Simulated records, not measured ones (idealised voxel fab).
This section sets out a process module, namely voxel capacitor over wiring.
Xsec cut, 170 nm wide, square cell size 5 nm.
Cross-sections here: square-cell grids, written as top-down lists of bands, a band being one or more rows of cells. Quick guide to a band line: top height, bottom height (nm) up front; then every material left to right with its width in nm. Only one material and it's marked "full width"? Then it fills the band edge to edge. And "air" just means empty space. Height is counted from the level 0, under which the received wafer is composed throughout of one material. The lowest of the bands is not closed at the bottom but continues downward, in the notation "0..down". The two numbers in a width such as "30..40" mark its ends across the band: the first belongs to the top row of cells, the second to the bottom row, and from each row to the next the width moves by the same amount. Any step labelled "left unchanged" changed none of the cells in the cross-section. "Enclosed void inventory" enumerates empty spaces isolated from the top, with no open way to it, that contain at least 8 cells, giving each as width x height at distance from the left edge, all three in nm. The remark found on a step's line after its settings is issued by the simulator itself and pertains to that step. If you see "overlay nm" on a step's line and that step has a mask, it's telling you how far right of where it was planned the mask ended up; a negative number means it went left instead.

## Process steps foreseen in the plan
1) RECEIVE, material Si
2) CONFORMAL_DEP, material SiO2, thk nm 10
3) DIRECTIONAL_DEP, material TiN, thk nm 5
4) DIRECTIONAL_DEP, material Ru, thk nm 15
5) MASKED_ETCH, tone cover, mask id METAL_1, width nm 20, pitch nm 80, etch materials Ru, depth nm 15, overlay nm 0
6) MASKED_ETCH, tone cover, mask id METAL_1, width nm 15, pitch nm 80, etch materials TiN, depth nm 5, overlay nm 0
7) FILL_DEP, material SiO2, thk nm 5
8) CMP, height nm 30
9) CONFORMAL_DEP, material SiCN, thk nm 5
10) DIRECTIONAL_DEP, material SiO2, thk nm 10
11) DIRECTIONAL_DEP, material aC, thk nm 10
12) PATTERN, tone open, mask id PLUG_1, material resist, width nm 15, thk nm 25, overlay nm 0
13) DIRECTIONAL_ETCH, etch materials aC, depth nm 10
14) STRIP, etch materials resist
15) DIRECTIONAL_ETCH, etch materials SiO2, depth nm 10
16) DIRECTIONAL_ETCH, etch materials SiCN, depth nm 5
17) STRIP, etch materials aC
18) CONFORMAL_DEP, material TiN, thk nm 5
19) FILL_DEP, material Cu, thk nm 5
20) CMP, height nm 45
21) DIRECTIONAL_DEP, material TiN, thk nm 10
22) DIRECTIONAL_DEP, material Al2O3, thk nm 5
23) DIRECTIONAL_DEP, material TiN, thk nm 10
24) MASKED_ETCH, tone cover, mask id UPPER_PLATE, width nm 65, etch materials TiN, depth nm 10, overlay nm 0
25) MASKED_ETCH, tone cover, mask id UPPER_PLATE, width nm 65, etch materials Al2O3, depth nm 5, overlay nm 0
26) PATTERN, tone cover, mask id LOWER_PLATE, material resist, width nm 75, thk nm 20, overlay nm 0
27) DIRECTIONAL_ETCH, etch materials TiN, depth nm 10
28) STRIP, etch materials resist
29) FILL_DEP, material SiO2, thk nm 15
30) CMP, height nm 80
31) PATTERN, tone open, mask id PLUG_2, material resist, width nm 15, thk nm 20, overlay nm 0
32) DIRECTIONAL_ETCH, etch materials SiO2, depth nm 10
33) STRIP, etch materials resist
34) CONFORMAL_DEP, material TiN, thk nm 5
35) FILL_DEP, material Ru, thk nm 10
36) CMP, height nm 80
37) CONFORMAL_DEP, material SiN, thk nm 5
Be aware that, although all wafers share a common starting state, the width nm at step 6 differs among them, and the plan displays the first wafer's value.

## Incoming state of the first of several wafers in cross-section: after step 1
- 0..down | Si full width
- Enclosed void inventory: none

## Wafer rows, end of module: cells per material gained (+) or lost (-) since receipt; closed voids last
width nm 15 | +13 Al2O3 | +2 Cu | +25 Ru | +31 SiCN | +34 SiN | +397 SiO2 | +76 TiN | Enclosed void inventory: none
width nm 20 | +13 Al2O3 | +2 Cu | +25 Ru | +31 SiCN | +34 SiN | +397 SiO2 | +76 TiN | Enclosed void inventory: none
width nm 25 | +13 Al2O3 | +2 Cu | +25 Ru | +31 SiCN | +34 SiN | +395 SiO2 | +78 TiN | Enclosed void inventory: none
width nm 30 | +13 Al2O3 | +2 Cu | +25 Ru | +31 SiCN | +34 SiN | +393 SiO2 | +80 TiN | Enclosed void inventory: none
width nm 35 | +13 Al2O3 | +2 Cu | +25 Ru | +31 SiCN | +34 SiN | +391 SiO2 | +82 TiN | Enclosed void inventory: none
